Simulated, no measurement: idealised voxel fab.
Proc. module: voxel self aligned contacts
Section cut is 175 nm wide and gridded with 5 nm square cells.
Think of the cross-section as a grid of square cells. We describe it in bands, top to bottom, and each band covers one or more rows of those cells.
First you get the band's top height and its bottom height, in nm, and then the materials it's made of, left to right, with each width in nm. If you see a single material with "everywhere", that one covers the band edge to edge. "blank" is empty space.
The reference from which all heights are counted is 0, the level beneath which the as-received wafer is entirely one material; the lowest band, having no lower bound, proceeds downward and is written after the example "0 nm and below".
The width entry "30->40" should be interpreted row by row: the top row of cells in the band takes the first number, the bottom row takes the second number, and the change between adjacent rows is uniform throughout.
The designation "no modification", where it is given for a processing step, indicates that no cell of the cross-section was altered in the course of that step.
Closed empty spaces (no open way to the top) of 8 cells or more are what "Fully enclosed voids" lists, each as width x height at distance from the left edge, nm for all three.
Whatever follows a step's settings on its line is a remark the simulator itself makes about that step.
"overlay nm" on a masked step: distance the mask lay right of its planned place, negative for left.
# The steps planned for the process are as follows
1 RECEIVE, material Si
2 CONFORMAL_DEP, material SiO2, thk nm 5
3 DIRECTIONAL_DEP, material polySi, thk nm 20
4 DIRECTIONAL_DEP, material SiN, thk nm 15
5 MASKED_ETCH, tone cover, mask id GATE, width nm 25, pitch nm 60, etch materials SiN, depth nm 15, overlay nm 0
6 MASKED_ETCH, tone cover, mask id GATE, width nm 25, pitch nm 60, etch materials polySi, depth nm 20, overlay nm 0
7 CONFORMAL_DEP, material SiN, thk nm 5
8 DIRECTIONAL_ETCH, etch materials SiN, depth nm 5
9 FILL_DEP, material SiO2, thk nm 10
10 CMP, height nm 45
11 PATTERN, tone open, mask id CONTACT, material resist, width nm 45, pitch nm 60, thk nm 20, overlay nm 0
12 DIRECTIONAL_ETCH, etch materials SiO2, depth nm 45
13 STRIP, etch materials resist
14 CONFORMAL_DEP, material TiN, thk nm 5
15 FILL_DEP, material Ru, thk nm 5
16 CMP, height nm 45
17 CONFORMAL_DEP, material SiCN, thk nm 5
# Cross-section of the incoming wafer, state after step 1
  0 nm and below | Si everywhere
  Fully enclosed voids: none
# Module complete - cross-section of the first of two wafers, run according to plan
  50 nm to 45 nm | SiCN everywhere
  45 nm to 40 nm | SiO2: 35  TiN: 15  Ru: 15  TiN: 15  SiO2: 15  TiN: 15  Ru: 15  TiN: 15  SiO2: 35
  40 nm to 25 nm | SiO2: 10  SiN: 35  TiN: 5  Ru: 15  TiN: 5  SiN: 35  TiN: 5  Ru: 15  TiN: 5  SiN: 35  SiO2: 10
  25 nm to 5 nm | SiO2: 10  SiN: 5  polySi: 25  SiN: 5  TiN: 5  Ru: 15  TiN: 5  SiN: 5  polySi: 25  SiN: 5  TiN: 5  Ru: 15  TiN: 5  SiN: 5  polySi: 25  SiN: 5  SiO2: 10
  5 nm to 0 nm | SiO2: 45  TiN: 25  SiO2: 35  TiN: 25  SiO2: 45
  0 nm and below | Si everywhere
  Fully enclosed voids: none
# Second wafer through the module, sectioned at the end: same beginning and same plan as the first wafer, with one mistake in carrying it out
  50 nm to 45 nm | SiCN everywhere
  45 nm to 40 nm | Ru everywhere
  40 nm to 35 nm | TiN: 50  Ru: 15  TiN: 45  Ru: 15  TiN: 50
  35 nm to 25 nm | SiO2: 10  SiN: 35  TiN: 5  Ru: 15  TiN: 5  SiN: 35  TiN: 5  Ru: 15  TiN: 5  SiN: 35  SiO2: 10
  25 nm to 5 nm | SiO2: 10  SiN: 5  polySi: 25  SiN: 5  TiN: 5  Ru: 15  TiN: 5  SiN: 5  polySi: 25  SiN: 5  TiN: 5  Ru: 15  TiN: 5  SiN: 5  polySi: 25  SiN: 5  SiO2: 10
  5 nm to 0 nm | SiO2: 45  TiN: 25  SiO2: 35  TiN: 25  SiO2: 45
  0 nm and below | Si everywhere
  Fully enclosed voids: none
What was the processing mistake? step 10 ran differently from the plan; actual operation with settings: CMP, height nm 35
Bottom line after processing is that, in cells, the second wafer is up or down on some materials versus the first: Ru +29, SiN -21, SiO2 -21, TiN +13
